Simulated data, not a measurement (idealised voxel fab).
This section sets out a process module, namely voxel gate over fins.
Cross-sectional view cut (width: 260 nm; square cell size: 5 nm).
For the purposes of this document, a cross-section shall be understood as a grid of square cells, specified as bands listed in top-to-bottom order, each band consisting of one or more rows of cells.
Within each band entry, the heights of the top and of the bottom of the band appear first, in that order and in nm; the materials of the band then follow from left to right, each with its corresponding width in nm. The designation "all across" on a single material indicates that it fills the band from edge to edge; the designation "air" indicates empty space.
Where do heights start? At 0: under that level the wafer as delivered is made of one material only. And the lowest band has no floor; it just carries on downward, as in "0 nm and below".
A two-number width, for instance "30..40", indicates that the width is equal to the first number in the top row of the band and to the second number in the bottom row, and that it changes by a constant amount per row of cells.
It should be understood that the words "identical to before", when stated for a given step, signify that the cross-section underwent no change in any of its cells during that step.
Basically, "Voids lacking openings" tells you about the enclosed voids: empty spaces with no open way to the top, 8 cells or bigger, each written width x height at distance, where distance is from the left edge, all in nm.
If you see something after the settings on a step's line, that's the simulator's own remark about that step.
When a step includes a mask, the "overlay nm" setting on its line states how far to the right of its planned place that mask lay, and negative values state how far to the left.
Process steps (planned):
| 1 | RECEIVE with material Si |
| 2 | CONFORMAL_DEP with material SiN, thk nm 5 |
| 3 | PATTERN with tone cover, mask id FINS, material resist, width nm 15, pitch nm 60, thk nm 20, overlay nm 0 |
| 4 | DIRECTIONAL_ETCH with etch materials SiN, depth nm 5 |
| 5 | DIRECTIONAL_ETCH with etch materials Si, depth nm 40 |
| 6 | STRIP with etch materials resist |
| 7 | OXIDIZE with depth nm 5 |
| 8 | FILL_DEP with material SiO2, thk nm 10 |
| 9 | CMP with height nm 5 |
| 10 | PATTERN with tone open, mask id RAIL, material resist, width nm 15, thk nm 15, overlay nm 0 |
| 11 | DIRECTIONAL_ETCH with etch materials SiO2, depth nm 40 |
| 12 | STRIP with etch materials resist |
| 13 | CONFORMAL_DEP with material TiN, thk nm 5 |
| 14 | FILL_DEP with material Ru, thk nm 5 |
| 15 | CMP with height nm 5 |
| 16 | SELECTIVE_ETCH with etch materials W Ru TiN, depth nm 30 |
| 17 | FILL_DEP with material SiO2, thk nm 5 |
| 18 | CMP with height nm 5 |
| 19 | SELECTIVE_ETCH with etch materials SiO2, depth nm 20 |
| 20 | STRIP with etch materials SiN |
| 21 | CONFORMAL_DEP with material HfO2, thk nm 5 |
| 22 | CONFORMAL_DEP with material TiN, thk nm 5 |
| 23 | CONFORMAL_DEP with material TiAl, thk nm 5 |
| 24 | CONFORMAL_DEP with material TiN, thk nm 5 |
| 25 | FILL_DEP with material W, thk nm 15 |
| 26 | CMP with height nm 30 |
| 27 | CONFORMAL_DEP with material SiCN, thk nm 10 |
Cross-section of the wafer upon arrival, representing the state reached after step 1:
> 0 nm and below  Si all across
> Voids lacking openings: none
Here's the cross-section of the first of our two wafers at the end of the module - it ran as planned:
> 40 nm to 30 nm  SiCN all across
> 30 nm to 20 nm  W all across
> 20 nm to 15 nm  45 of W, then 45 of TiN, then 15 of W, then 45 of TiN, then 15 of W, then 45 of TiN, then 50 of W
> 15 nm to 10 nm  45 of W, then 5 of TiN, then 35 of TiAl, then 5 of TiN, then 15 of W, then 5 of TiN, then 35 of TiAl, then 5 of TiN, then 15 of W, then 5 of TiN, then 35 of TiAl, then 5 of TiN, then 50 of W
> 10 nm to 5 nm  45 of W, then 5 of TiN, then 5 of TiAl, then 25 of TiN, then 5 of TiAl, then 5 of TiN, then 15 of W, then 5 of TiN, then 5 of TiAl, then 25 of TiN, then 5 of TiAl, then 5 of TiN, then 15 of W, then 5 of TiN, then 5 of TiAl, then 25 of TiN, then 5 of TiAl, then 5 of TiN, then 50 of W
> 5 nm to 0 nm  50 of TiN, then 5 of TiAl, then 5 of TiN, then 15 of HfO2, then 5 of TiN, then 5 of TiAl, then 25 of TiN, then 5 of TiAl, then 5 of TiN, then 15 of HfO2, then 5 of TiN, then 5 of TiAl, then 25 of TiN, then 5 of TiAl, then 5 of TiN, then 15 of HfO2, then 5 of TiN, then 5 of TiAl, then 55 of TiN
> 0 nm to -5 nm  55 of TiAl, then 5 of TiN, then 5 of HfO2, then 5 of Si, then 5 of HfO2, then 5 of TiN, then 35 of TiAl, then 5 of TiN, then 5 of HfO2, then 5 of Si, then 5 of HfO2, then 5 of TiN, then 35 of TiAl, then 5 of TiN, then 5 of HfO2, then 5 of Si, then 5 of HfO2, then 5 of TiN, then 60 of TiAl
> -5 nm to -10 nm  60 of TiN, then 5 of HfO2, then 5 of Si, then 5 of HfO2, then 45 of TiN, then 5 of HfO2, then 5 of Si, then 5 of HfO2, then 45 of TiN, then 5 of HfO2, then 5 of Si, then 5 of HfO2, then 65 of TiN
> -10 nm to -15 nm  65 of HfO2, then 5 of Si, then 55 of HfO2, then 5 of Si, then 55 of HfO2, then 5 of Si, then 70 of HfO2
> -15 nm to -25 nm  65 of SiO2, then 5 of Si, then 55 of SiO2, then 5 of Si, then 55 of SiO2, then 5 of Si, then 70 of SiO2
> -25 nm to -30 nm  65 of SiO2, then 5 of Si, then 20 of SiO2, then 5 of TiN, then 5 of Ru, then 5 of TiN, then 20 of SiO2, then 5 of Si, then 55 of SiO2, then 5 of Si, then 70 of SiO2
> -30 nm to -35 nm  65 of SiO2, then 5 of Si, then 20 of SiO2, then 15 of TiN, then 20 of SiO2, then 5 of Si, then 55 of SiO2, then 5 of Si, then 70 of SiO2
> -35 nm to -45 nm  65 of SiO2, then 5 of Si, then 55 of SiO2, then 5 of Si, then 55 of SiO2, then 5 of Si, then 70 of SiO2
> -45 nm and below  Si all across
> Voids lacking openings: none
Cross-sectional view of the second of two wafers upon completion of the module. This wafer shared its starting condition and process plan with the first; one error was made during its execution:
> 40 nm to 30 nm  SiCN all across
> 30 nm to 25 nm  W all across
> 25 nm to 20 nm  75 of W, then 45 of TiN, then 140 of W
> 20 nm to 15 nm  45 of W, then 35 of TiN, then 35 of TiAl, then 35 of TiN, then 15 of W, then 45 of TiN, then 50 of W
> 15 nm to 10 nm  45 of W, then 5 of TiN, then 35 of TiAl, then 25 of TiN, then 35 of TiAl, then 5 of TiN, then 15 of W, then 5 of TiN, then 35 of TiAl, then 5 of TiN, then 50 of W
> 10 nm to 5 nm  45 of W, then 5 of TiN, then 5 of TiAl, then 25 of TiN, then 5 of TiAl, then 5 of TiN, then 15 of HfO2, then 5 of TiN, then 5 of TiAl, then 25 of TiN, then 5 of TiAl, then 5 of TiN, then 15 of W, then 5 of TiN, then 5 of TiAl, then 25 of TiN, then 5 of TiAl, then 5 of TiN, then 50 of W
> 5 nm to 0 nm  50 of TiN, then 5 of TiAl, then 5 of TiN, then 15 of HfO2, then 5 of TiN, then 5 of TiAl, then 5 of TiN, then 5 of HfO2, then 5 of Ru, then 5 of HfO2, then 5 of TiN, then 5 of TiAl, then 5 of TiN, then 15 of HfO2, then 5 of TiN, then 5 of TiAl, then 25 of TiN, then 5 of TiAl, then 5 of TiN, then 15 of HfO2, then 5 of TiN, then 5 of TiAl, then 55 of TiN
> 0 nm to -5 nm  55 of TiAl, then 5 of TiN, then 5 of HfO2, then 5 of Si, then 5 of HfO2, then 5 of TiN, then 5 of TiAl, then 5 of TiN, then 5 of HfO2, then 5 of Ru, then 5 of HfO2, then 5 of TiN, then 5 of TiAl, then 5 of TiN, then 5 of HfO2, then 5 of Si, then 5 of HfO2, then 5 of TiN, then 35 of TiAl, then 5 of TiN, then 5 of HfO2, then 5 of Si, then 5 of HfO2, then 5 of TiN, then 60 of TiAl
> -5 nm to -10 nm  60 of TiN, then 5 of HfO2, then 5 of Si, then 5 of HfO2, then 15 of TiN, then 5 of HfO2, then 5 of Ru, then 5 of HfO2, then 15 of TiN, then 5 of HfO2, then 5 of Si, then 5 of HfO2, then 45 of TiN, then 5 of HfO2, then 5 of Si, then 5 of HfO2, then 65 of TiN
> -10 nm to -15 nm  65 of HfO2, then 5 of Si, then 25 of HfO2, then 5 of Ru, then 25 of HfO2, then 5 of Si, then 55 of HfO2, then 5 of Si, then 70 of HfO2
> -15 nm to -25 nm  65 of SiO2, then 5 of Si, then 25 of SiO2, then 5 of Ru, then 25 of SiO2, then 5 of Si, then 55 of SiO2, then 5 of Si, then 70 of SiO2
> -25 nm to -30 nm  65 of SiO2, then 5 of Si, then 20 of SiO2, then 5 of TiN, then 5 of Ru, then 5 of TiN, then 20 of SiO2, then 5 of Si, then 55 of SiO2, then 5 of Si, then 70 of SiO2
> -30 nm to -35 nm  65 of SiO2, then 5 of Si, then 20 of SiO2, then 15 of TiN, then 20 of SiO2, then 5 of Si, then 55 of SiO2, then 5 of Si, then 70 of SiO2
> -35 nm to -45 nm  65 of SiO2, then 5 of Si, then 55 of SiO2, then 5 of Si, then 55 of SiO2, then 5 of Si, then 70 of SiO2
> -45 nm and below  Si all across
> Voids lacking openings: none
So what did we get wrong on this run? step 16, actual vs plan mismatch, actual run SELECTIVE_ETCH with etch materials TiN, depth nm 30
Wafer comparison, final, in cells, second relative to first, materials more or fewer: HfO2: 8 more; Ru: 6 more; SiO2: 2 fewer; TiAl: 2 more; TiN: 4 more; W: 18 fewer
